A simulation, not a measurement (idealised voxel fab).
Process module in this document: voxel wiring stack
The cross-section shown here is cut; it is 185 nm wide and divided into square cells measuring 5 nm on a side.
When this document writes out a cross-section, it uses a grid of square cells and lists it as bands, beginning at the top and moving down, with a band standing for one or more rows of cells.
The band entry comprises the height of the band's top followed by the height of its bottom, expressed in nm, and subsequently the band's materials from left to right, each stated together with its width in nm. Where a single material is marked with the word "throughout", that material fills the band from edge to edge. The word "empty" represents empty space.
Measure heights from 0. That's the level where, below it, the as-received wafer is all one material. The lowest band is bottomless and extends downward; write it as in "top 0, no bottom".
A width such as "30->40" changes by the same amount from each row of cells to the next, from the band's top row to its bottom row.
You'll sometimes find "nothing different" written for a step, and that's the way of saying that nowhere in the cross-section did a cell change during that step.
If an empty space has no open way to the top and is at least 8 cells in size, "Enclosed empty spaces" lists it, written width x height at distance, where distance is measured from the left edge and every value is in nm.
Whatever follows a step's settings on its line is a remark the simulator itself makes about that step.
A step line may carry the setting "overlay nm", which, for steps involving a mask, states the distance by which the mask lay to the right of its intended position; negative values denote displacement to the left.
Each pair below shows a cross-section before one step and the cross-section after it, down to the lowest band that changed. The line under each pair gives the step between them, with its settings. The pairs can come from different runs of this module on the same starting wafer, so a pair continues from the pair above only where its "Before processing step" says so.
Before processing step
  top 0, no bottom  Si throughout
  Enclosed empty spaces: none
Post-Process View
  top 10, bottom 0  SiO2 throughout
  Note: structure below 0 unchanged.
  Enclosed empty spaces: none
Step, pre vs post cross-sections above: op CONFORMAL_DEP | material SiO2 | thk nm 10
Before processing step: we pick up right where the pair above leaves off, with its after cross-section.
Post-Process View
  top 15, bottom 10  SiN throughout
  Note: structure below 10 unchanged.
  Enclosed empty spaces: none
Step, pre vs post cross-sections above: op CONFORMAL_DEP | material SiN | thk nm 5
Before processing step: we pick up right where the pair above leaves off, with its after cross-section.
Post-Process View
  top 40, bottom 15  SiO2 throughout
  Note: structure below 15 unchanged.
  Enclosed empty spaces: none
Step, pre vs post cross-sections above: op DIRECTIONAL_DEP | material SiO2 | thk nm 25
Before processing step: we pick up right where the pair above leaves off, with its after cross-section.
Post-Process View
  top 40, bottom 15  SiO2 15 nm  empty 20 nm  SiO2 25 nm  empty 20 nm  SiO2 25 nm  empty 20 nm  SiO2 25 nm  empty 20 nm  SiO2 15 nm
  Note: structure below 15 unchanged.
  Enclosed empty spaces: none
Step, pre vs post cross-sections above: op MASKED_ETCH | tone open | mask id METAL_1 | width nm 20 | pitch nm 45 | etch materials SiO2 | depth nm 25 | overlay nm 0
Before processing step: we pick up right where the pair above leaves off, with its after cross-section.
Post-Process View
  top 40, bottom 15  SiO2 15 nm  empty 20 nm  SiO2 25 nm  empty 20 nm  SiO2 25 nm  empty 20 nm  SiO2 25 nm  empty 20 nm  SiO2 15 nm
  top 15, bottom 10  SiN 15 nm  empty 20 nm  SiN 25 nm  empty 20 nm  SiN 25 nm  empty 20 nm  SiN 25 nm  empty 20 nm  SiN 15 nm
  Note: structure below 10 unchanged.
  Enclosed empty spaces: none
Step, pre vs post cross-sections above: op MASKED_ETCH | tone open | mask id METAL_1 | width nm 20 | pitch nm 45 | etch materials SiN | depth nm 5 | overlay nm 0
Before processing step: we pick up right where the pair above leaves off, with its after cross-section.
Post-Process View
  top 45, bottom 40  TiN 20 nm  empty 10 nm  TiN 35 nm  empty 10 nm  TiN 35 nm  empty 10 nm  TiN 35 nm  empty 10 nm  TiN 20 nm
  top 40, bottom 15  SiO2 15 nm  TiN 5 nm  empty 10 nm  TiN 5 nm  SiO2 25 nm  TiN 5 nm  empty 10 nm  TiN 5 nm  SiO2 25 nm  TiN 5 nm  empty 10 nm  TiN 5 nm  SiO2 25 nm  TiN 5 nm  empty 10 nm  TiN 5 nm  SiO2 15 nm
  top 15, bottom 10  SiN 15 nm  TiN 20 nm  SiN 25 nm  TiN 20 nm  SiN 25 nm  TiN 20 nm  SiN 25 nm  TiN 20 nm  SiN 15 nm
  Note: structure below 10 unchanged.
  Enclosed empty spaces: none
Step, pre vs post cross-sections above: op CONFORMAL_DEP | material TiN | thk nm 5
Before processing step: we pick up right where the pair above leaves off, with its after cross-section.
Post-Process View
  top 50, bottom 45  Cu throughout
  top 45, bottom 40  TiN 20 nm  Cu 10 nm  TiN 35 nm  Cu 10 nm  TiN 35 nm  Cu 10 nm  TiN 35 nm  Cu 10 nm  TiN 20 nm
  top 40, bottom 15  SiO2 15 nm  TiN 5 nm  Cu 10 nm  TiN 5 nm  SiO2 25 nm  TiN 5 nm  Cu 10 nm  TiN 5 nm  SiO2 25 nm  TiN 5 nm  Cu 10 nm  TiN 5 nm  SiO2 25 nm  TiN 5 nm  Cu 10 nm  TiN 5 nm  SiO2 15 nm
  Note: structure below 15 unchanged.
  Enclosed empty spaces: none
Step, pre vs post cross-sections above: op FILL_DEP | material Cu | thk nm 5
Before processing step: we pick up right where the pair above leaves off, with its after cross-section.
Post-Process View
  top 40, bottom 15  SiO2 15 nm  TiN 5 nm  Cu 10 nm  TiN 5 nm  SiO2 25 nm  TiN 5 nm  Cu 10 nm  TiN 5 nm  SiO2 25 nm  TiN 5 nm  Cu 10 nm  TiN 5 nm  SiO2 25 nm  TiN 5 nm  Cu 10 nm  TiN 5 nm  SiO2 15 nm
  Note: structure below 15 unchanged.
  Enclosed empty spaces: none
Step, pre vs post cross-sections above: op CMP | height nm 40
Before processing step: we pick up right where the pair above leaves off, with its after cross-section.
Post-Process View
  top 45, bottom 40  empty 10 nm  Ru 30 nm  empty 15 nm  Ru 30 nm  empty 15 nm  Ru 30 nm  empty 15 nm  Ru 30 nm  empty 10 nm
  Note: structure below 40 unchanged.
  Enclosed empty spaces: none
Step, pre vs post cross-sections above: op EPI | material Ru | thk nm 5
Before processing step: we pick up right where the pair above leaves off, with its after cross-section.
Post-Process View
  top 50, bottom 45  SiCN throughout
  top 45, bottom 40  SiCN 10 nm  Ru 30 nm  SiCN 15 nm  Ru 30 nm  SiCN 15 nm  Ru 30 nm  SiCN 15 nm  Ru 30 nm  SiCN 10 nm
  Note: structure below 40 unchanged.
  Enclosed empty spaces: none
Step, pre vs post cross-sections above: op FILL_DEP | material SiCN | thk nm 5
Before processing step: we pick up right where the pair above leaves off, with its after cross-section.
Post-Process View
  top 80, bottom 50  lowk throughout
  Note: structure below 50 unchanged.
  Enclosed empty spaces: none
Step, pre vs post cross-sections above: op DIRECTIONAL_DEP | material lowk | thk nm 30
Before processing step: we pick up right where the pair above leaves off, with its after cross-section.
Post-Process View
  top 90, bottom 80  aC throughout
  Note: structure below 80 unchanged.
  Enclosed empty spaces: none
Step, pre vs post cross-sections above: op DIRECTIONAL_DEP | material aC | thk nm 10
Before processing step: we pick up right where the pair above leaves off, with its after cross-section.
Post-Process View
  top 120, bottom 90  resist 15 nm  empty 15 nm  resist 30 nm  empty 15 nm  resist 30 nm  empty 15 nm  resist 30 nm  empty 15 nm  resist 20 nm
  Note: structure below 90 unchanged.
  Enclosed empty spaces: none
Step, pre vs post cross-sections above: op PATTERN | tone open | mask id METAL_2_HOLES | material resist | width nm 15 | pitch nm 45 | thk nm 30 | overlay nm 0
Before processing step: we pick up right where the pair above leaves off, with its after cross-section.
Post-Process View
  top 110, bottom 90  resist 15 nm  empty 15 nm  resist 30 nm  empty 15 nm  resist 30 nm  empty 15 nm  resist 30 nm  empty 15 nm  resist 20 nm
  top 90, bottom 80  aC 15 nm  empty 15 nm  aC 30 nm  empty 15 nm  aC 30 nm  empty 15 nm  aC 30 nm  empty 15 nm  aC 20 nm
  Note: structure below 80 unchanged.
  Enclosed empty spaces: none
Step, pre vs post cross-sections above: op DIRECTIONAL_ETCH | etch materials aC | depth nm 10
Before processing step: we pick up right where the pair above leaves off, with its after cross-section.
Post-Process View
  top 90, bottom 80  aC 15 nm  empty 15 nm  aC 30 nm  empty 15 nm  aC 30 nm  empty 15 nm  aC 30 nm  empty 15 nm  aC 20 nm
  Note: structure below 80 unchanged.
  Enclosed empty spaces: none
Step, pre vs post cross-sections above: op STRIP | etch materials resist
Before processing step: we pick up right where the pair above leaves off, with its after cross-section.
Post-Process View
  top 90, bottom 80  aC 15 nm  empty 15 nm  aC 30 nm  empty 15 nm  aC 30 nm  empty 15 nm  aC 30 nm  empty 15 nm  aC 20 nm
  top 80, bottom 50  lowk 15 nm  empty 15 nm  lowk 30 nm  empty 15 nm  lowk 30 nm  empty 15 nm  lowk 30 nm  empty 15 nm  lowk 20 nm
  Note: structure below 50 unchanged.
  Enclosed empty spaces: none
Step, pre vs post cross-sections above: op DIRECTIONAL_ETCH | etch materials lowk | depth nm 30
Before processing step: we pick up right where the pair above leaves off, with its after cross-section.
Post-Process View
  top 80, bottom 50  lowk 15 nm  empty 15 nm  lowk 30 nm  empty 15 nm  lowk 30 nm  empty 15 nm  lowk 30 nm  empty 15 nm  lowk 20 nm
  Note: structure below 50 unchanged.
  Enclosed empty spaces: none
Step, pre vs post cross-sections above: op STRIP | etch materials aC
Before processing step: we pick up right where the pair above leaves off, with its after cross-section.
Post-Process View
  top 80, bottom 60  lowk 15 nm  empty 20 nm  lowk 25 nm  empty 20 nm  lowk 25 nm  empty 20 nm  lowk 25 nm  empty 20 nm  lowk 15 nm
  Note: structure below 60 unchanged.
  Enclosed empty spaces: none
Step, pre vs post cross-sections above: op MASKED_ETCH | tone open | mask id METAL_2 | width nm 20 | pitch nm 45 | etch materials lowk | depth nm 20 | overlay nm 0
Before processing step: we pick up right where the pair above leaves off, with its after cross-section.
Post-Process View
  top 80, bottom 60  lowk 15 nm  empty 20 nm  lowk 25 nm  empty 20 nm  lowk 25 nm  empty 20 nm  lowk 25 nm  empty 20 nm  lowk 15 nm
  top 60, bottom 50  lowk 15 nm  empty 15 nm  lowk 30 nm  empty 15 nm  lowk 30 nm  empty 15 nm  lowk 30 nm  empty 15 nm  lowk 20 nm
  top 50, bottom 45  SiCN 15 nm  empty 15 nm  SiCN 30 nm  empty 15 nm  SiCN 30 nm  empty 15 nm  SiCN 30 nm  empty 15 nm  SiCN 20 nm
  Note: structure below 45 unchanged.
  Enclosed empty spaces: none
Step, pre vs post cross-sections above: op MASKED_ETCH | tone open | mask id METAL_2 | width nm 20 | pitch nm 45 | etch materials SiCN | depth nm 5 | overlay nm 0
Before processing step: we pick up right where the pair above leaves off, with its after cross-section.
Post-Process View
  top 85, bottom 80  TiN 20 nm  empty 10 nm  TiN 35 nm  empty 10 nm  TiN 35 nm  empty 10 nm  TiN 35 nm  empty 10 nm  TiN 20 nm
  top 80, bottom 65  lowk 15 nm  TiN 5 nm  empty 10 nm  TiN 5 nm  lowk 25 nm  TiN 5 nm  empty 10 nm  TiN 5 nm  lowk 25 nm  TiN 5 nm  empty 10 nm  TiN 5 nm  lowk 25 nm  TiN 5 nm  empty 10 nm  TiN 5 nm  lowk 15 nm
  top 65, bottom 60  lowk 15 nm  TiN 5 nm  empty 5 nm  TiN 10 nm  lowk 25 nm  TiN 5 nm  empty 5 nm  TiN 10 nm  lowk 25 nm  TiN 5 nm  empty 5 nm  TiN 10 nm  lowk 25 nm  TiN 5 nm  empty 5 nm  TiN 10 nm  lowk 15 nm
  top 60, bottom 50  lowk 15 nm  TiN 5 nm  empty 5 nm  TiN 5 nm  lowk 30 nm  TiN 5 nm  empty 5 nm  TiN 5 nm  lowk 30 nm  TiN 5 nm  empty 5 nm  TiN 5 nm  lowk 30 nm  TiN 5 nm  empty 5 nm  TiN 5 nm  lowk 20 nm
  top 50, bottom 45  SiCN 15 nm  TiN 15 nm  SiCN 30 nm  TiN 15 nm  SiCN 30 nm  TiN 15 nm  SiCN 30 nm  TiN 15 nm  SiCN 20 nm
  Note: structure below 45 unchanged.
  Enclosed empty spaces: none
Step, pre vs post cross-sections above: op CONFORMAL_DEP | material TiN | thk nm 5
Before processing step: we pick up right where the pair above leaves off, with its after cross-section.
Post-Process View
  top 95, bottom 85  Cu throughout
  top 85, bottom 80  TiN 20 nm  Cu 10 nm  TiN 35 nm  Cu 10 nm  TiN 35 nm  Cu 10 nm  TiN 35 nm  Cu 10 nm  TiN 20 nm
  top 80, bottom 65  lowk 15 nm  TiN 5 nm  Cu 10 nm  TiN 5 nm  lowk 25 nm  TiN 5 nm  Cu 10 nm  TiN 5 nm  lowk 25 nm  TiN 5 nm  Cu 10 nm  TiN 5 nm  lowk 25 nm  TiN 5 nm  Cu 10 nm  TiN 5 nm  lowk 15 nm
  top 65, bottom 60  lowk 15 nm  TiN 5 nm  Cu 5 nm  TiN 10 nm  lowk 25 nm  TiN 5 nm  Cu 5 nm  TiN 10 nm  lowk 25 nm  TiN 5 nm  Cu 5 nm  TiN 10 nm  lowk 25 nm  TiN 5 nm  Cu 5 nm  TiN 10 nm  lowk 15 nm
  top 60, bottom 50  lowk 15 nm  TiN 5 nm  Cu 5 nm  TiN 5 nm  lowk 30 nm  TiN 5 nm  Cu 5 nm  TiN 5 nm  lowk 30 nm  TiN 5 nm  Cu 5 nm  TiN 5 nm  lowk 30 nm  TiN 5 nm  Cu 5 nm  TiN 5 nm  lowk 20 nm
  Note: structure below 50 unchanged.
  Enclosed empty spaces: none
Step, pre vs post cross-sections above: op FILL_DEP | material Cu | thk nm 10
Before processing step: we pick up right where the pair above leaves off, with its after cross-section.
Post-Process View
  top 80, bottom 65  lowk 15 nm  TiN 5 nm  Cu 10 nm  TiN 5 nm  lowk 25 nm  TiN 5 nm  Cu 10 nm  TiN 5 nm  lowk 25 nm  TiN 5 nm  Cu 10 nm  TiN 5 nm  lowk 25 nm  TiN 5 nm  Cu 10 nm  TiN 5 nm  lowk 15 nm
  Note: structure below 65 unchanged.
  Enclosed empty spaces: none
Step, pre vs post cross-sections above: op CMP | height nm 80
Before processing step: we pick up right where the pair above leaves off, with its after cross-section.
Post-Process View
  top 85, bottom 80  SiN throughout
  Note: structure below 80 unchanged.
  Enclosed empty spaces: none
Step, pre vs post cross-sections above: op CONFORMAL_DEP | material SiN | thk nm 5
Before processing step
  top 45, bottom 40  empty 10 nm  Ru 30 nm  empty 15 nm  Ru 30 nm  empty 15 nm  Ru 30 nm  empty 15 nm  Ru 30 nm  empty 10 nm
  top 40, bottom 15  SiO2 15 nm  TiN 5 nm  Cu 10 nm  TiN 5 nm  SiO2 25 nm  TiN 5 nm  Cu 10 nm  TiN 5 nm  SiO2 25 nm  TiN 5 nm  Cu 10 nm  TiN 5 nm  SiO2 25 nm  TiN 5 nm  Cu 10 nm  TiN 5 nm  SiO2 15 nm
  top 15, bottom 10  SiN 15 nm  TiN 20 nm  SiN 25 nm  TiN 20 nm  SiN 25 nm  TiN 20 nm  SiN 25 nm  TiN 20 nm  SiN 15 nm
  top 10, bottom 0  SiO2 throughout
  top 0, no bottom  Si throughout
  Enclosed empty spaces: none
Post-Process View
  top 75, bottom 70  empty 10 nm  lowk 30 nm  empty 15 nm  lowk 30 nm  empty 15 nm  lowk 30 nm  empty 15 nm  lowk 30 nm  empty 10 nm
  top 70, bottom 45  lowk throughout
  top 45, bottom 40  lowk 10 nm  Ru 30 nm  lowk 15 nm  Ru 30 nm  lowk 15 nm  Ru 30 nm  lowk 15 nm  Ru 30 nm  lowk 10 nm
  Note: structure below 40 unchanged.
  Enclosed empty spaces: none
Step, pre vs post cross-sections above: op DIRECTIONAL_DEP | material lowk | thk nm 30
Before processing step: we pick up right where the pair above leaves off, with its after cross-section.
Post-Process View
  top 85, bottom 80  empty 10 nm  aC 30 nm  empty 15 nm  aC 30 nm  empty 15 nm  aC 30 nm  empty 15 nm  aC 30 nm  empty 10 nm
  top 80, bottom 75  aC throughout
  top 75, bottom 70  aC 10 nm  lowk 30 nm  aC 15 nm  lowk 30 nm  aC 15 nm  lowk 30 nm  aC 15 nm  lowk 30 nm  aC 10 nm
  Note: structure below 70 unchanged.
  Enclosed empty spaces: none
Step, pre vs post cross-sections above: op DIRECTIONAL_DEP | material aC | thk nm 10
Before processing step: we pick up right where the pair above leaves off, with its after cross-section.
Post-Process View
  top 115, bottom 85  resist 15 nm  empty 15 nm  resist 30 nm  empty 15 nm  resist 30 nm  empty 15 nm  resist 30 nm  empty 15 nm  resist 20 nm
  top 85, bottom 80  resist 10 nm  aC 30 nm  resist 15 nm  aC 30 nm  resist 15 nm  aC 30 nm  resist 15 nm  aC 30 nm  resist 10 nm
  Note: structure below 80 unchanged.
  Enclosed empty spaces: none
Step, pre vs post cross-sections above: op PATTERN | tone open | mask id METAL_2_HOLES | material resist | width nm 15 | pitch nm 45 | thk nm 30 | overlay nm 0
Before processing step: we pick up right where the pair above leaves off, with its after cross-section.
Post-Process View
  top 105, bottom 85  resist 15 nm  empty 15 nm  resist 30 nm  empty 15 nm  resist 30 nm  empty 15 nm  resist 30 nm  empty 15 nm  resist 20 nm
  top 85, bottom 80  resist 10 nm  aC 5 nm  empty 15 nm  aC 10 nm  resist 15 nm  aC 5 nm  empty 15 nm  aC 10 nm  resist 15 nm  aC 5 nm  empty 15 nm  aC 10 nm  resist 15 nm  aC 5 nm  empty 15 nm  aC 10 nm  resist 10 nm
  top 80, bottom 75  aC 15 nm  empty 15 nm  aC 30 nm  empty 15 nm  aC 30 nm  empty 15 nm  aC 30 nm  empty 15 nm  aC 20 nm
  Note: structure below 75 unchanged.
  Enclosed empty spaces: none
Step, pre vs post cross-sections above: op DIRECTIONAL_ETCH | etch materials aC | depth nm 10
Before processing step: we pick up right where the pair above leaves off, with its after cross-section.
Post-Process View
  top 85, bottom 80  empty 10 nm  aC 5 nm  empty 15 nm  aC 10 nm  empty 15 nm  aC 5 nm  empty 15 nm  aC 10 nm  empty 15 nm  aC 5 nm  empty 15 nm  aC 10 nm  empty 15 nm  aC 5 nm  empty 15 nm  aC 10 nm  empty 10 nm
  Note: structure below 80 unchanged.
  Enclosed empty spaces: none
Step, pre vs post cross-sections above: op STRIP | etch materials resist
Before processing step: we pick up right where the pair above leaves off, with its after cross-section.
Post-Process View
  top 85, bottom 80  empty 10 nm  aC 5 nm  empty 15 nm  aC 10 nm  empty 15 nm  aC 5 nm  empty 15 nm  aC 10 nm  empty 15 nm  aC 5 nm  empty 15 nm  aC 10 nm  empty 15 nm  aC 5 nm  empty 15 nm  aC 10 nm  empty 10 nm
  top 80, bottom 75  aC 15 nm  empty 15 nm  aC 30 nm  empty 15 nm  aC 30 nm  empty 15 nm  aC 30 nm  empty 15 nm  aC 20 nm
  top 75, bottom 70  aC 10 nm  lowk 5 nm  empty 15 nm  lowk 10 nm  aC 15 nm  lowk 5 nm  empty 15 nm  lowk 10 nm  aC 15 nm  lowk 5 nm  empty 15 nm  lowk 10 nm  aC 15 nm  lowk 5 nm  empty 15 nm  lowk 10 nm  aC 10 nm
  top 70, bottom 45  lowk 15 nm  empty 15 nm  lowk 30 nm  empty 15 nm  lowk 30 nm  empty 15 nm  lowk 30 nm  empty 15 nm  lowk 20 nm
  Note: structure below 45 unchanged.
  Enclosed empty spaces: none
Step, pre vs post cross-sections above: op DIRECTIONAL_ETCH | etch materials lowk | depth nm 30
Before processing step: we pick up right where the pair above leaves off, with its after cross-section.
Post-Process View
  top 75, bottom 70  empty 10 nm  lowk 5 nm  empty 15 nm  lowk 10 nm  empty 15 nm  lowk 5 nm  empty 15 nm  lowk 10 nm  empty 15 nm  lowk 5 nm  empty 15 nm  lowk 10 nm  empty 15 nm  lowk 5 nm  empty 15 nm  lowk 10 nm  empty 10 nm
  Note: structure below 70 unchanged.
  Enclosed empty spaces: none
Step, pre vs post cross-sections above: op STRIP | etch materials aC
Before processing step: we pick up right where the pair above leaves off, with its after cross-section.
Post-Process View
  top 75, bottom 70  empty 10 nm  lowk 5 nm  empty 20 nm  lowk 5 nm  empty 15 nm  lowk 5 nm  empty 20 nm  lowk 5 nm  empty 15 nm  lowk 5 nm  empty 20 nm  lowk 5 nm  empty 15 nm  lowk 5 nm  empty 20 nm  lowk 5 nm  empty 10 nm
  top 70, bottom 55  lowk 15 nm  empty 20 nm  lowk 25 nm  empty 20 nm  lowk 25 nm  empty 20 nm  lowk 25 nm  empty 20 nm  lowk 15 nm
  Note: structure below 55 unchanged.
  Enclosed empty spaces: none
Step, pre vs post cross-sections above: op MASKED_ETCH | tone open | mask id METAL_2 | width nm 20 | pitch nm 45 | etch materials lowk | depth nm 20 | overlay nm 0
Before processing step: we pick up right where the pair above leaves off, with its after cross-section.
Post-Process View
  top 80, bottom 75  empty 5 nm  TiN 15 nm  empty 10 nm  TiN 15 nm  empty 5 nm  TiN 15 nm  empty 10 nm  TiN 15 nm  empty 5 nm  TiN 15 nm  empty 10 nm  TiN 15 nm  empty 5 nm  TiN 15 nm  empty 10 nm  TiN 15 nm  empty 5 nm
  top 75, bottom 70  TiN 10 nm  lowk 5 nm  TiN 5 nm  empty 10 nm  TiN 5 nm  lowk 5 nm  TiN 15 nm  lowk 5 nm  TiN 5 nm  empty 10 nm  TiN 5 nm  lowk 5 nm  TiN 15 nm  lowk 5 nm  TiN 5 nm  empty 10 nm  TiN 5 nm  lowk 5 nm  TiN 15 nm  lowk 5 nm  TiN 5 nm  empty 10 nm  TiN 5 nm  lowk 5 nm  TiN 10 nm
  top 70, bottom 60  lowk 15 nm  TiN 5 nm  empty 10 nm  TiN 5 nm  lowk 25 nm  TiN 5 nm  empty 10 nm  TiN 5 nm  lowk 25 nm  TiN 5 nm  empty 10 nm  TiN 5 nm  lowk 25 nm  TiN 5 nm  empty 10 nm  TiN 5 nm  lowk 15 nm
  top 60, bottom 50  lowk 15 nm  TiN 5 nm  empty 5 nm  TiN 10->5 nm  lowk 25->30 nm  TiN 5 nm  empty 5 nm  TiN 10->5 nm  lowk 25->30 nm  TiN 5 nm  empty 5 nm  TiN 10->5 nm  lowk 25->30 nm  TiN 5 nm  empty 5 nm  TiN 10->5 nm  lowk 15->20 nm
  top 50, bottom 45  lowk 15 nm  TiN 15 nm  lowk 30 nm  TiN 15 nm  lowk 30 nm  TiN 15 nm  lowk 30 nm  TiN 15 nm  lowk 20 nm
  Note: structure below 45 unchanged.
  Enclosed empty spaces: none
Step, pre vs post cross-sections above: op CONFORMAL_DEP | material TiN | thk nm 5
Before processing step: we pick up right where the pair above leaves off, with its after cross-section.
Post-Process View
  top 90, bottom 80  Cu throughout
  top 80, bottom 75  Cu 5 nm  TiN 15 nm  Cu 10 nm  TiN 15 nm  Cu 5 nm  TiN 15 nm  Cu 10 nm  TiN 15 nm  Cu 5 nm  TiN 15 nm  Cu 10 nm  TiN 15 nm  Cu 5 nm  TiN 15 nm  Cu 10 nm  TiN 15 nm  Cu 5 nm
  top 75, bottom 70  TiN 10 nm  lowk 5 nm  TiN 5 nm  Cu 10 nm  TiN 5 nm  lowk 5 nm  TiN 15 nm  lowk 5 nm  TiN 5 nm  Cu 10 nm  TiN 5 nm  lowk 5 nm  TiN 15 nm  lowk 5 nm  TiN 5 nm  Cu 10 nm  TiN 5 nm  lowk 5 nm  TiN 15 nm  lowk 5 nm  TiN 5 nm  Cu 10 nm  TiN 5 nm  lowk 5 nm  TiN 10 nm
  top 70, bottom 60  lowk 15 nm  TiN 5 nm  Cu 10 nm  TiN 5 nm  lowk 25 nm  TiN 5 nm  Cu 10 nm  TiN 5 nm  lowk 25 nm  TiN 5 nm  Cu 10 nm  TiN 5 nm  lowk 25 nm  TiN 5 nm  Cu 10 nm  TiN 5 nm  lowk 15 nm
  top 60, bottom 50  lowk 15 nm  TiN 5 nm  Cu 5 nm  TiN 10->5 nm  lowk 25->30 nm  TiN 5 nm  Cu 5 nm  TiN 10->5 nm  lowk 25->30 nm  TiN 5 nm  Cu 5 nm  TiN 10->5 nm  lowk 25->30 nm  TiN 5 nm  Cu 5 nm  TiN 10->5 nm  lowk 15->20 nm
  Note: structure below 50 unchanged.
  Enclosed empty spaces: none
Step, pre vs post cross-sections above: op FILL_DEP | material Cu | thk nm 10
Before processing step: we pick up right where the pair above leaves off, with its after cross-section.
Post-Process View
  top 80, bottom 75  Cu 5 nm  TiN 15 nm  Cu 10 nm  TiN 15 nm  Cu 5 nm  TiN 15 nm  Cu 10 nm  TiN 15 nm  Cu 5 nm  TiN 15 nm  Cu 10 nm  TiN 15 nm  Cu 5 nm  TiN 15 nm  Cu 10 nm  TiN 15 nm  Cu 5 nm
  Note: structure below 75 unchanged.
  Enclosed empty spaces: none
Step, pre vs post cross-sections above: op CMP | height nm 80
Before processing step: we pick up right where the pair above leaves off, with its after cross-section.
Post-Process View
  top 85, bottom 80  SiN throughout
  Note: structure below 80 unchanged.
  Enclosed empty spaces: none
Step, pre vs post cross-sections above: op CONFORMAL_DEP | material SiN | thk nm 5
Before processing step
  top 80, bottom 50  lowk throughout
  top 50, bottom 45  SiCN throughout
  top 45, bottom 40  SiCN 10 nm  Ru 30 nm  SiCN 15 nm  Ru 30 nm  SiCN 15 nm  Ru 30 nm  SiCN 15 nm  Ru 30 nm  SiCN 10 nm
  top 40, bottom 15  SiO2 15 nm  TiN 5 nm  Cu 10 nm  TiN 5 nm  SiO2 25 nm  TiN 5 nm  Cu 10 nm  TiN 5 nm  SiO2 25 nm  TiN 5 nm  Cu 10 nm  TiN 5 nm  SiO2 25 nm  TiN 5 nm  Cu 10 nm  TiN 5 nm  SiO2 15 nm
  top 15, bottom 10  SiN 15 nm  TiN 20 nm  SiN 25 nm  TiN 20 nm  SiN 25 nm  TiN 20 nm  SiN 25 nm  TiN 20 nm  SiN 15 nm
  top 10, bottom 0  SiO2 throughout
  top 0, no bottom  Si throughout
  Enclosed empty spaces: none
Post-Process View
  top 110, bottom 50  lowk throughout
  Note: structure below 50 unchanged.
  Enclosed empty spaces: none
Step, pre vs post cross-sections above: op DIRECTIONAL_DEP | material lowk | thk nm 30
Before processing step: we pick up right where the pair above leaves off, with its after cross-section.
Post-Process View
  top 120, bottom 110  aC throughout
  Note: structure below 110 unchanged.
  Enclosed empty spaces: none
Step, pre vs post cross-sections above: op DIRECTIONAL_DEP | material aC | thk nm 10
Before processing step: we pick up right where the pair above leaves off, with its after cross-section.
Post-Process View
  top 150, bottom 120  resist 15 nm  empty 15 nm  resist 30 nm  empty 15 nm  resist 30 nm  empty 15 nm  resist 30 nm  empty 15 nm  resist 20 nm
  Note: structure below 120 unchanged.
  Enclosed empty spaces: none
Step, pre vs post cross-sections above: op PATTERN | tone open | mask id METAL_2_HOLES | material resist | width nm 15 | pitch nm 45 | thk nm 30 | overlay nm 0
Before processing step: we pick up right where the pair above leaves off, with its after cross-section.
Post-Process View
  top 140, bottom 120  resist 15 nm  empty 15 nm  resist 30 nm  empty 15 nm  resist 30 nm  empty 15 nm  resist 30 nm  empty 15 nm  resist 20 nm
  top 120, bottom 110  aC 15 nm  empty 15 nm  aC 30 nm  empty 15 nm  aC 30 nm  empty 15 nm  aC 30 nm  empty 15 nm  aC 20 nm
  Note: structure below 110 unchanged.
  Enclosed empty spaces: none
Step, pre vs post cross-sections above: op DIRECTIONAL_ETCH | etch materials aC | depth nm 10
Before processing step: we pick up right where the pair above leaves off, with its after cross-section.
Post-Process View
  top 120, bottom 110  aC 15 nm  empty 15 nm  aC 30 nm  empty 15 nm  aC 30 nm  empty 15 nm  aC 30 nm  empty 15 nm  aC 20 nm
  Note: structure below 110 unchanged.
  Enclosed empty spaces: none
Step, pre vs post cross-sections above: op STRIP | etch materials resist
Before processing step: we pick up right where the pair above leaves off, with its after cross-section.
Post-Process View
  top 120, bottom 110  aC 15 nm  empty 15 nm  aC 30 nm  empty 15 nm  aC 30 nm  empty 15 nm  aC 30 nm  empty 15 nm  aC 20 nm
  top 110, bottom 80  lowk 15 nm  empty 15 nm  lowk 30 nm  empty 15 nm  lowk 30 nm  empty 15 nm  lowk 30 nm  empty 15 nm  lowk 20 nm
  Note: structure below 80 unchanged.
  Enclosed empty spaces: none
Step, pre vs post cross-sections above: op DIRECTIONAL_ETCH | etch materials lowk | depth nm 30
Before processing step: we pick up right where the pair above leaves off, with its after cross-section.
Post-Process View
  top 110, bottom 80  lowk 15 nm  empty 15 nm  lowk 30 nm  empty 15 nm  lowk 30 nm  empty 15 nm  lowk 30 nm  empty 15 nm  lowk 20 nm
  Note: structure below 80 unchanged.
  Enclosed empty spaces: none
Step, pre vs post cross-sections above: op STRIP | etch materials aC
Before processing step: we pick up right where the pair above leaves off, with its after cross-section.
Post-Process View
  top 110, bottom 90  lowk 15 nm  empty 20 nm  lowk 25 nm  empty 20 nm  lowk 25 nm  empty 20 nm  lowk 25 nm  empty 20 nm  lowk 15 nm
  top 90, bottom 60  lowk 15 nm  empty 15 nm  lowk 30 nm  empty 15 nm  lowk 30 nm  empty 15 nm  lowk 30 nm  empty 15 nm  lowk 20 nm
  Note: structure below 60 unchanged.
  Enclosed empty spaces: none
Step, pre vs post cross-sections above: op MASKED_ETCH | tone open | mask id METAL_2 | width nm 20 | pitch nm 45 | etch materials lowk | depth nm 20 | overlay nm 0
Before processing step: we pick up right where the pair above leaves off, with its after cross-section.
Post-Process View
  top 115, bottom 110  TiN 20 nm  empty 10 nm  TiN 35 nm  empty 10 nm  TiN 35 nm  empty 10 nm  TiN 35 nm  empty 10 nm  TiN 20 nm
  top 110, bottom 95  lowk 15 nm  TiN 5 nm  empty 10 nm  TiN 5 nm  lowk 25 nm  TiN 5 nm  empty 10 nm  TiN 5 nm  lowk 25 nm  TiN 5 nm  empty 10 nm  TiN 5 nm  lowk 25 nm  TiN 5 nm  empty 10 nm  TiN 5 nm  lowk 15 nm
  top 95, bottom 90  lowk 15 nm  TiN 5 nm  empty 5 nm  TiN 10 nm  lowk 25 nm  TiN 5 nm  empty 5 nm  TiN 10 nm  lowk 25 nm  TiN 5 nm  empty 5 nm  TiN 10 nm  lowk 25 nm  TiN 5 nm  empty 5 nm  TiN 10 nm  lowk 15 nm
  top 90, bottom 65  lowk 15 nm  TiN 5 nm  empty 5 nm  TiN 5 nm  lowk 30 nm  TiN 5 nm  empty 5 nm  TiN 5 nm  lowk 30 nm  TiN 5 nm  empty 5 nm  TiN 5 nm  lowk 30 nm  TiN 5 nm  empty 5 nm  TiN 5 nm  lowk 20 nm
  top 65, bottom 60  lowk 15 nm  TiN 15 nm  lowk 30 nm  TiN 15 nm  lowk 30 nm  TiN 15 nm  lowk 30 nm  TiN 15 nm  lowk 20 nm
  Note: structure below 60 unchanged.
  Enclosed empty spaces: none
Step, pre vs post cross-sections above: op CONFORMAL_DEP | material TiN | thk nm 5
